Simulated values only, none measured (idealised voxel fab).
process module | voxel ribs on slabs
cross-section cut | 290 nm wide | cells 5 nm
A cross-section is a grid of square cells, given in bands from the top down. A band is one or more rows of cells.
Each band's line starts with the height of the band's top and of its bottom, in nm. Then come its materials from left to right, each with its width in nm. One material with "throughout" fills the band from edge to edge. "air" is empty space.
Height 0 is the level under which the wafer as received is all one material. The lowest band goes on downwards, as in "0 down".
A width such as "30 to 40" changes by the same amount from each row of cells to the next, from the band's top row to its bottom row.
"no change" after a step means that no cell of the cross-section changed.
closed voids: empty space of 8 cells or more with no open way to the top, each as width x height at its distance from the left edge, in nm
after a step's settings: what the simulator itself notes on the step
overlay nm, on a step with a mask: how far to the right of its planned place the mask lay; to the left if negative
plan
1 op RECEIVE | material Si
2 op DIRECTIONAL_DEP | material SiO2 | thk nm 20
3 op DIRECTIONAL_DEP | material SiN | thk nm 15
4 op PATTERN | tone cover | mask id RIB | material resist | width nm 30 | thk nm 20 | overlay nm 0
5 op DIRECTIONAL_ETCH | etch materials SiN | depth nm 10
6 op STRIP | etch materials resist
7 op PATTERN | tone cover | mask id SLAB | material resist | width nm 60 | thk nm 20 | overlay nm 0
8 op DIRECTIONAL_ETCH | etch materials SiN | depth nm 5
9 op STRIP | etch materials resist
10 op FILL_DEP | material SiO2 | thk nm 25
11 op CMP | height nm 55
12 op DIRECTIONAL_DEP | material TiN | thk nm 5
13 op DIRECTIONAL_DEP | material aC | thk nm 15
14 op PATTERN | tone cover | mask id HEATER | material resist | width nm 40 | thk nm 30 | overlay nm 0
15 op DIRECTIONAL_ETCH | etch materials aC | depth nm 15
16 op STRIP | etch materials resist
17 op DIRECTIONAL_ETCH | etch materials TiN | depth nm 5
18 op STRIP | etch materials aC
19 op CONFORMAL_DEP | material SiN | thk nm 5
as received, after step 1
  0 down: Si throughout
  closed voids: none
a wafer at the end: this start, this plan, one mistake
  65 to 60: air 120 | SiN 50 | air 120
  60 to 55: SiN 125 | TiN 40 | SiN 125
  55 to 35: SiO2 throughout
  35 to 25: SiO2 130 | SiN 30 | SiO2 130
  25 to 20: SiO2 125 | SiN 60 | SiO2 105
  20 to 0: SiO2 throughout
  0 down: Si throughout
  closed voids: none
what went wrong: step 7 ran as: op PATTERN | tone cover | mask id SLAB | material resist | width nm 60 | thk nm 20 | overlay nm 10
